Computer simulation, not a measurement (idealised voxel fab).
Process module under the name voxel wiring stack
The width of the displayed cross-section, cut, is 240 nm; its cells are square, with a size of 5 nm.
Cross-sections here: square-cell grids, written as top-down lists of bands, a band being one or more rows of cells.
Top height, bottom height, nm. Materials left to right, width each, nm. Single material + "edge to edge" = fills band edge to edge. "air" = empty.
Heights are reckoned from 0. Under this level, the received wafer is all of one material. The bottommost band is open-ended downward, for example "0 down".
Width "30..40": first value at the band's top row of cells, second value at its bottom row, equal change from row to row.
A step reported as "no change" is a step in which no cell of the cross-section changed.
The entry "Sealed internal cavities" lists the empty spaces that cover at least 8 cells and have no open path to the top. Each is written as width x height at distance, where the distance is measured from the left edge and all three values are in nm.
It should be noted that, on the line of a given step, the content following the step's settings is a remark produced by the simulator itself with respect to that step.
"overlay nm" on a masked step: distance the mask lay right of its planned place, negative for left.

# This section lists the process steps that were planned
| 1 | RECEIVE: material Si |
| 2 | CONFORMAL_DEP: material SiO2, thk nm 15 |
| 3 | CONFORMAL_DEP: material SiN, thk nm 5 |
| 4 | DIRECTIONAL_DEP: material lowk, thk nm 20 |
| 5 | PATTERN: tone open, mask id METAL_1, material resist, width nm 30, pitch nm 45, thk nm 15, overlay nm 0 |
| 6 | DIRECTIONAL_ETCH: etch materials lowk, depth nm 20 |
| 7 | DIRECTIONAL_ETCH: etch materials SiN, depth nm 5 |
| 8 | STRIP: etch materials resist |
| 9 | CONFORMAL_DEP: material TiN, thk nm 5 |
| 10 | FILL_DEP: material Cu, thk nm 5 |
| 11 | CMP: height nm 40 |
| 12 | CONFORMAL_DEP: material SiCN, thk nm 5 |
| 13 | DIRECTIONAL_DEP: material lowk, thk nm 20 |
| 14 | MASKED_ETCH: tone open, mask id PLUG_1, width nm 15, pitch nm 45, etch materials lowk, depth nm 20, overlay nm 0 |
| 15 | MASKED_ETCH: tone open, mask id PLUG_1, width nm 15, pitch nm 45, etch materials SiCN, depth nm 5, overlay nm 0 |
| 16 | CONFORMAL_DEP: material TiN, thk nm 5 |
| 17 | FILL_DEP: material Cu, thk nm 5 |
| 18 | CMP: height nm 65 |
| 19 | CONFORMAL_DEP: material SiCN, thk nm 5 |
| 20 | DIRECTIONAL_DEP: material lowk, thk nm 20 |
| 21 | DIRECTIONAL_DEP: material aC, thk nm 15 |
| 22 | PATTERN: tone open, mask id METAL_2, material resist, width nm 30, pitch nm 45, thk nm 35, overlay nm 0 |
| 23 | DIRECTIONAL_ETCH: etch materials aC, depth nm 15 |
| 24 | STRIP: etch materials resist |
| 25 | DIRECTIONAL_ETCH: etch materials lowk, depth nm 20 |
| 26 | DIRECTIONAL_ETCH: etch materials SiCN, depth nm 5 |
| 27 | STRIP: etch materials aC |
| 28 | CONFORMAL_DEP: material TiN, thk nm 5 |
| 29 | FILL_DEP: material W, thk nm 5 |
| 30 | CMP: height nm 90 |
| 31 | EPI: material Ru, thk nm 5 |
| 32 | FILL_DEP: material SiCN, thk nm 5 |
| 33 | DIRECTIONAL_DEP: material lowk, thk nm 35 |
| 34 | PATTERN: tone open, mask id METAL_3, material resist, width nm 30, pitch nm 45, thk nm 20, overlay nm 0 |
| 35 | DIRECTIONAL_ETCH: etch materials lowk, depth nm 20 |
| 36 | STRIP: etch materials resist |
| 37 | MASKED_ETCH: tone open, mask id METAL_3_HOLES, width nm 15, pitch nm 45, etch materials lowk, depth nm 15, overlay nm 0 |
| 38 | MASKED_ETCH: tone open, mask id METAL_3_HOLES, width nm 15, pitch nm 45, etch materials SiCN, depth nm 5, overlay nm 0 |
| 39 | CONFORMAL_DEP: material TiN, thk nm 5 |
| 40 | FILL_DEP: material Cu, thk nm 5 |
| 41 | CMP: height nm 135 |
| 42 | CONFORMAL_DEP: material SiCN, thk nm 5 |

# Received-state cross-section, reflecting completion of step 1
- 0 down: Si edge to edge
- Sealed internal cavities: none

# Cross-section at module end, one run error; start and plan unchanged from above
- 140 to 135: SiCN edge to edge
- 135 to 120: lowk 35, then TiN 5, then Cu 20, then TiN 5, then lowk 15, then TiN 5, then Cu 20, then TiN 5, then lowk 15, then TiN 5, then Cu 20, then TiN 5, then lowk 15, then TiN 5, then Cu 20, then TiN 5, then lowk 40
- 120 to 115: lowk 35, then TiN 5, then Cu 5, then TiN 20, then lowk 15, then TiN 5, then Cu 5, then TiN 20, then lowk 15, then TiN 5, then Cu 5, then TiN 20, then lowk 15, then TiN 5, then Cu 5, then TiN 20, then lowk 40
- 115 to 100: lowk 35, then TiN 5, then Cu 5, then TiN 5, then lowk 30, then TiN 5, then Cu 5, then TiN 5, then lowk 30, then TiN 5, then Cu 5, then TiN 5, then lowk 30, then TiN 5, then Cu 5, then TiN 5, then lowk 55
- 100 to 95: SiCN 35, then TiN 15, then SiCN 30, then TiN 15, then SiCN 30, then TiN 15, then SiCN 30, then TiN 15, then SiCN 55
- 95 to 90: SiCN 30, then Ru 40, then SiCN 5, then Ru 40, then SiCN 5, then Ru 40, then SiCN 5, then Ru 40, then SiCN 35
- 90 to 70: lowk 35, then TiN 5, then W 20, then TiN 5, then lowk 15, then TiN 5, then W 20, then TiN 5, then lowk 15, then TiN 5, then W 20, then TiN 5, then lowk 15, then TiN 5, then W 20, then TiN 5, then lowk 40
- 70 to 65: SiCN 35, then TiN 30, then SiCN 15, then TiN 30, then SiCN 15, then TiN 30, then SiCN 15, then TiN 30, then SiCN 40
- 65 to 50: Cu 30, then TiN 5, then lowk 15, then TiN 5, then Cu 20, then TiN 5, then lowk 15, then TiN 5, then Cu 20, then TiN 5, then lowk 15, then TiN 5, then Cu 20, then TiN 5, then lowk 15, then TiN 5, then Cu 50
- 50 to 45: TiN 35, then lowk 15, then TiN 30, then lowk 15, then TiN 30, then lowk 15, then TiN 30, then lowk 15, then TiN 55
- 45 to 40: SiCN edge to edge
- 40 to 20: lowk 35, then TiN 5, then Cu 20, then TiN 5, then lowk 15, then TiN 5, then Cu 20, then TiN 5, then lowk 15, then TiN 5, then Cu 20, then TiN 5, then lowk 15, then TiN 5, then Cu 20, then TiN 5, then lowk 40
- 20 to 15: SiN 35, then TiN 30, then SiN 15, then TiN 30, then SiN 15, then TiN 30, then SiN 15, then TiN 30, then SiN 40
- 15 to 0: SiO2 edge to edge
- 0 down: Si edge to edge
- Sealed internal cavities: none
Finding, execution versus plan: in deviation from the planned setting, step 14 was conducted as MASKED_ETCH: tone cover, mask id PLUG_1, width nm 15, pitch nm 45, etch materials lowk, depth nm 20, overlay nm 0
